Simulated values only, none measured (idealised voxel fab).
process module | voxel trench capacitor
cross-section cut | 190 nm wide | cells 5 nm
A cross-section is a grid of square cells, given in bands from the top down. A band is one or more rows of cells.
Each band's line starts with the height of the band's top and of its bottom, in nm. Then come its materials from left to right, each with its width in nm. One material with "throughout" fills the band from edge to edge. "air" is empty space.
Height 0 is the level under which the wafer as received is all one material. The lowest band goes on downwards, as in "0 down".
A width such as "30 to 40" changes by the same amount from each row of cells to the next, from the band's top row to its bottom row.
"no change" after a step means that no cell of the cross-section changed.
closed voids: empty space of 8 cells or more with no open way to the top, each as width x height at its distance from the left edge, in nm
after a step's settings: what the simulator itself notes on the step
overlay nm, on a step with a mask: how far to the right of its planned place the mask lay; to the left if negative
plan
1 op RECEIVE | material Si
2 op CONFORMAL_DEP | material SiN | thk nm 5
3 op DIRECTIONAL_DEP | material aC | thk nm 15
4 op PATTERN | tone open | mask id TRENCH | material resist | width nm 25 | pitch nm 40 | thk nm 35 | overlay nm 0
5 op DIRECTIONAL_ETCH | etch materials aC | depth nm 15
6 op STRIP | etch materials resist
7 op DIRECTIONAL_ETCH | etch materials SiN | depth nm 5
8 op DIRECTIONAL_ETCH | etch materials Si | depth nm 30
9 op STRIP | etch materials aC
10 op CONFORMAL_DEP | material HfO2 | thk nm 5
11 op CONFORMAL_DEP | material TiN | thk nm 5
12 op FILL_DEP | material W | thk nm 10
13 op CMP | height nm 5
as received, after step 1
  0 down: Si throughout
  closed voids: none
a wafer at the end: this start, this plan, one mistake
  5 to 0: W 50 | TiN 5 | HfO2 5 | SiN 25 | HfO2 5 | TiN 5 | HfO2 5 | SiN 25 | HfO2 5 | TiN 5 | W 55
  0 to -20: W 50 | TiN 5 | HfO2 5 | Si 25 | HfO2 5 | TiN 5 | HfO2 5 | Si 25 | HfO2 5 | TiN 5 | W 55
  -20 to -25: TiN 55 | HfO2 5 | Si 25 | HfO2 5 | TiN 5 | HfO2 5 | Si 25 | HfO2 5 | TiN 60
  -25 to -30: HfO2 60 | Si 25 | HfO2 15 | Si 25 | HfO2 65
  -30 down: Si throughout
  closed voids: none
what went wrong: step 4 ran as: op PATTERN | tone cover | mask id TRENCH | material resist | width nm 25 | pitch nm 40 | thk nm 35 | overlay nm 0
